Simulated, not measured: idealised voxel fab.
Module name: voxel capacitor over wiring (process module)
Shown is cross-section cut, with a width of 245 nm and square cells of size 5 nm.
Square cells in a grid make up a cross-section in this document, and the grid is given as bands, listed from the top down, each one or more rows of cells. Band entry format. Leading values: height of top, height of bottom, nm. Remainder: materials in left-to-right order, each with its width in nm. Special words: "throughout" on a single material, which then fills the band edge to edge; "empty", empty space. A quick word on heights: they are counted from 0, and under that level the wafer as it came to us is one material throughout. The lowest band is different from the rest in having no bottom; it simply continues downward, written as in "0 and below". A width given as "30..40" starts at the first number in the band's top row and ends at the second number in its bottom row, shifting by an equal amount at every step from row to row. When a step is marked "no modifications", none of the cells in the cross-section changed during that step. Entry "Sealed void inventory" = empty spaces >= 8 cells with no open way to the top; each as width x height at distance, distance from left edge, all nm. Past the settings on a step's line: simulator remark, on that step. A step's line can hold "overlay nm"; with a mask on that step, the setting says how far right of the planned place the mask lay, while a negative setting says it lay to the left.
[The steps planned for the process are as follows]
step 1: RECEIVE, material Si
step 2: CONFORMAL_DEP, material SiO2, thk nm 15
step 3: DIRECTIONAL_DEP, material TiN, thk nm 5
step 4: DIRECTIONAL_DEP, material Ru, thk nm 20
step 5: PATTERN, tone cover, mask id METAL_1, material resist, width nm 25, pitch nm 75, thk nm 20, overlay nm 0
step 6: DIRECTIONAL_ETCH, etch materials Ru, depth nm 20
step 7: DIRECTIONAL_ETCH, etch materials TiN, depth nm 5
step 8: STRIP, etch materials resist
step 9: CONFORMAL_DEP, material SiCN, thk nm 5
step 10: FILL_DEP, material SiO2, thk nm 10
step 11: CMP, height nm 40
step 12: CONFORMAL_DEP, material SiCN, thk nm 5
step 13: DIRECTIONAL_DEP, material lowk, thk nm 20
step 14: MASKED_ETCH, tone open, mask id PLUG_1, width nm 15, etch materials lowk, depth nm 20, overlay nm 0
step 15: MASKED_ETCH, tone open, mask id PLUG_1, width nm 15, etch materials SiCN, depth nm 5, overlay nm 0
step 16: EPI, material Ru, thk nm 10
step 17: EPI, material Ru, thk nm 10
step 18: EPI, material Ru, thk nm 5
step 19: DIRECTIONAL_DEP, material TiN, thk nm 10
step 20: DIRECTIONAL_DEP, material SiN, thk nm 5
step 21: DIRECTIONAL_DEP, material TiN, thk nm 5
step 22: MASKED_ETCH, tone cover, mask id UPPER_PLATE, width nm 55, etch materials TiN, depth nm 5, overlay nm 0
step 23: MASKED_ETCH, tone cover, mask id UPPER_PLATE, width nm 55, etch materials SiN, depth nm 5, overlay nm 0
step 24: MASKED_ETCH, tone cover, mask id LOWER_PLATE, width nm 65, etch materials TiN, depth nm 10, overlay nm 0
step 25: FILL_DEP, material SiO2, thk nm 15
step 26: CMP, height nm 95
step 27: DIRECTIONAL_DEP, material aC, thk nm 10
step 28: PATTERN, tone open, mask id PLUG_2, material resist, width nm 15, thk nm 25, overlay nm 0
step 29: DIRECTIONAL_ETCH, etch materials aC, depth nm 10
step 30: STRIP, etch materials resist
step 31: DIRECTIONAL_ETCH, etch materials SiO2, depth nm 10
step 32: STRIP, etch materials aC
step 33: CONFORMAL_DEP, material TiN, thk nm 5
step 34: FILL_DEP, material Cu, thk nm 10
step 35: CMP, height nm 95
step 36: CONFORMAL_DEP, material SiN, thk nm 5
[As received (post step 1): cross-section]
* 0 and below: Si throughout
* Sealed void inventory: none
[End-of-module cross-section of the first of two wafers, processed as planned]
* 100 down to 95: SiN throughout
* 95 down to 90: SiO2 (90); TiN (5); Cu (5); TiN (5); SiO2 (140)
* 90 down to 80: SiO2 (90..80); TiN (15..55); SiO2 (140..110)
* 80 down to 75: SiO2 (80); SiN (55); SiO2 (110)
* 75 down to 65: SiO2 (75); TiN (65); SiO2 (105)
* 65 down to 45: lowk (80); Ru (15); lowk (150)
* 45 down to 40: SiCN (80); Ru (15); SiCN (150)
* 40 down to 20: SiO2 (65); SiCN (5); Ru (25); SiCN (5); SiO2 (40); SiCN (5); Ru (25); SiCN (5); SiO2 (70)
* 20 down to 15: SiCN (70); TiN (25); SiCN (50); TiN (25); SiCN (75)
* 15 down to 0: SiO2 throughout
* 0 and below: Si throughout
* Sealed void inventory: none
[What the second wafer looks like in cross-section once the module is done. Its start and its plan matched the first wafer's exactly; what differed was one mistake in how it was run]
* 100 down to 95: SiN throughout
* 95 down to 90: SiO2 (90); TiN (15); SiO2 (140)
* 90 down to 85: SiO2 (80); TiN (5); SiO2 (5); TiN (45); SiO2 (110)
* 85 down to 80: SiO2 (80); SiN (5); TiN (5); SiN (45); SiO2 (110)
* 80 down to 75: Ru (85); SiN (5); Ru (155)
* 75 down to 70: TiN (80); Ru (15); TiN (150)
* 70 down to 65: TiN throughout
* 65 down to 60: lowk (80); TiN (15); lowk (150)
* 60 down to 45: lowk (80); Ru (15); lowk (150)
* 45 down to 40: SiCN (80); Ru (15); SiCN (150)
* 40 down to 20: SiO2 (65); SiCN (5); Ru (25); SiCN (5); SiO2 (40); SiCN (5); Ru (25); SiCN (5); SiO2 (70)
* 20 down to 15: SiCN (70); TiN (25); SiCN (50); TiN (25); SiCN (75)
* 15 down to 0: SiO2 throughout
* 0 and below: Si throughout
* Sealed void inventory: none
So what did we get wrong on this run? deviation from plan: step 19 and step 18 executed in one another's positions
Final difference in cells, second wafer against first, listed per material as more or fewer: Cu: 1 fewer; Ru: 48 more; SiO2: 117 fewer; TiN: 70 more
